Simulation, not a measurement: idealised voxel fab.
process module | voxel trench capacitor
cross-section cut | 295 nm wide | cells 5 nm
A cross-section is a grid of square cells, given in bands from the top down. A band is one or more rows of cells.
Each band's line starts with the height of the band's top and of its bottom, in nm. Then come its materials from left to right, each with its width in nm. One material with "throughout" fills the band from edge to edge. "air" is empty space.
Height 0 is the level under which the wafer as received is all one material. The lowest band goes on downwards, as in "0 down".
A width such as "30 to 40" changes by the same amount from each row of cells to the next, from the band's top row to its bottom row.
"no change" after a step means that no cell of the cross-section changed.
closed voids: empty space of 8 cells or more with no open way to the top, each as width x height at its distance from the left edge, in nm
after a step's settings: what the simulator itself notes on the step
overlay nm, on a step with a mask: how far to the right of its planned place the mask lay; to the left if negative
plan
1 op RECEIVE | material Si
2 op CONFORMAL_DEP | material SiN | thk nm 5
3 op MASKED_ETCH | tone open | mask id TRENCH | width nm 20 | pitch nm 50 | etch materials SiN | depth nm 5 | overlay nm 0
4 op MASKED_ETCH | tone open | mask id TRENCH | width nm 20 | pitch nm 50 | etch materials Si | depth nm 30 | overlay nm 0
5 op CONFORMAL_DEP | material SiO2 | thk nm 5
6 op FILL_DEP | material polySi | thk nm 10
7 op CMP | height nm 5
as received, after step 1
  0 down: Si throughout
  closed voids: none
first wafer at the end, as planned
  5 to 0: SiN 85 | SiO2 5 | polySi 10 | SiO2 5 | SiN 30 | SiO2 5 | polySi 10 | SiO2 5 | SiN 30 | SiO2 5 | polySi 10 | SiO2 5 | SiN 90
  0 to -25: Si 85 | SiO2 5 | polySi 10 | SiO2 5 | Si 30 | SiO2 5 | polySi 10 | SiO2 5 | Si 30 | SiO2 5 | polySi 10 | SiO2 5 | Si 90
  -25 to -30: Si 85 | SiO2 20 | Si 30 | SiO2 20 | Si 30 | SiO2 20 | Si 90
  -30 down: Si throughout
  closed voids: none
second wafer at the end: like start, like plan, one mistake
  20 to 10: polySi throughout
  10 to 5: SiO2 90 | polySi 10 | SiO2 40 | polySi 10 | SiO2 40 | polySi 10 | SiO2 95
  5 to 0: SiN 85 | SiO2 5 | polySi 10 | SiO2 5 | SiN 30 | SiO2 5 | polySi 10 | SiO2 5 | SiN 30 | SiO2 5 | polySi 10 | SiO2 5 | SiN 90
  0 to -25: Si 85 | SiO2 5 | polySi 10 | SiO2 5 | Si 30 | SiO2 5 | polySi 10 | SiO2 5 | Si 30 | SiO2 5 | polySi 10 | SiO2 5 | Si 90
  -25 to -30: Si 85 | SiO2 20 | Si 30 | SiO2 20 | Si 30 | SiO2 20 | Si 90
  -30 down: Si throughout
  closed voids: none
what went wrong: step 7 was left out
at the end the second wafer has, in cells: 53 more of SiO2 | 124 more of polySi
